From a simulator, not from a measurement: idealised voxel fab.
process module | voxel released beams
cross-section cut | 155 nm wide | cells 5 nm
A cross-section is a grid of square cells, given in bands from the top down. A band is one or more rows of cells.
Each band's line starts with the height of the band's top and of its bottom, in nm. Then come its materials from left to right, each with its width in nm. One material with "throughout" fills the band from edge to edge. "air" is empty space.
Height 0 is the level under which the wafer as received is all one material. The lowest band goes on downwards, as in "0 down".
A width such as "30 to 40" changes by the same amount from each row of cells to the next, from the band's top row to its bottom row.
"no change" after a step means that no cell of the cross-section changed.
closed voids: empty space of 8 cells or more with no open way to the top, each as width x height at its distance from the left edge, in nm
after a step's settings: what the simulator itself notes on the step
overlay nm, on a step with a mask: how far to the right of its planned place the mask lay; to the left if negative
plan
1 op RECEIVE | material Si
2 op CONFORMAL_DEP | material SiN | thk nm 5
3 op DIRECTIONAL_DEP | material SiO2 | thk nm 15
4 op MASKED_ETCH | tone open | mask id ANCHOR | width nm 35 | etch materials SiO2 | depth nm 15 | overlay nm 0
5 op CONFORMAL_DEP | material W | thk nm 15
6 op DIRECTIONAL_DEP | material aC | thk nm 15
7 op PATTERN | tone cover | mask id BEAM | material resist | width nm 90 | thk nm 30 | overlay nm 0
8 op DIRECTIONAL_ETCH | etch materials aC | depth nm 15
9 op STRIP | etch materials resist
10 op DIRECTIONAL_ETCH | etch materials W | depth nm 15
11 op STRIP | etch materials aC
12 op STRIP | etch materials SiO2
as received, after step 1
  0 down: Si throughout
  closed voids: none
first wafer at the end, as planned
  35 to 20: air 30 | W 20 | air 5 | W 65 | air 35
  20 to 5: air 35 | W 35 | air 85
  5 to 0: SiN throughout
  0 down: Si throughout
  closed voids: none
second wafer at the end: like start, like plan, one mistake
  35 to 20: air 30 | W 20 | air 5 | W 70 | air 30
  20 to 5: air 35 | W 35 | air 85
  5 to 0: SiN throughout
  0 down: Si throughout
  closed voids: none
what went wrong: step 7 ran as: op PATTERN | tone cover | mask id BEAM | material resist | width nm 95 | thk nm 30 | overlay nm 0
at the end the second wafer has, in cells: 3 more of W
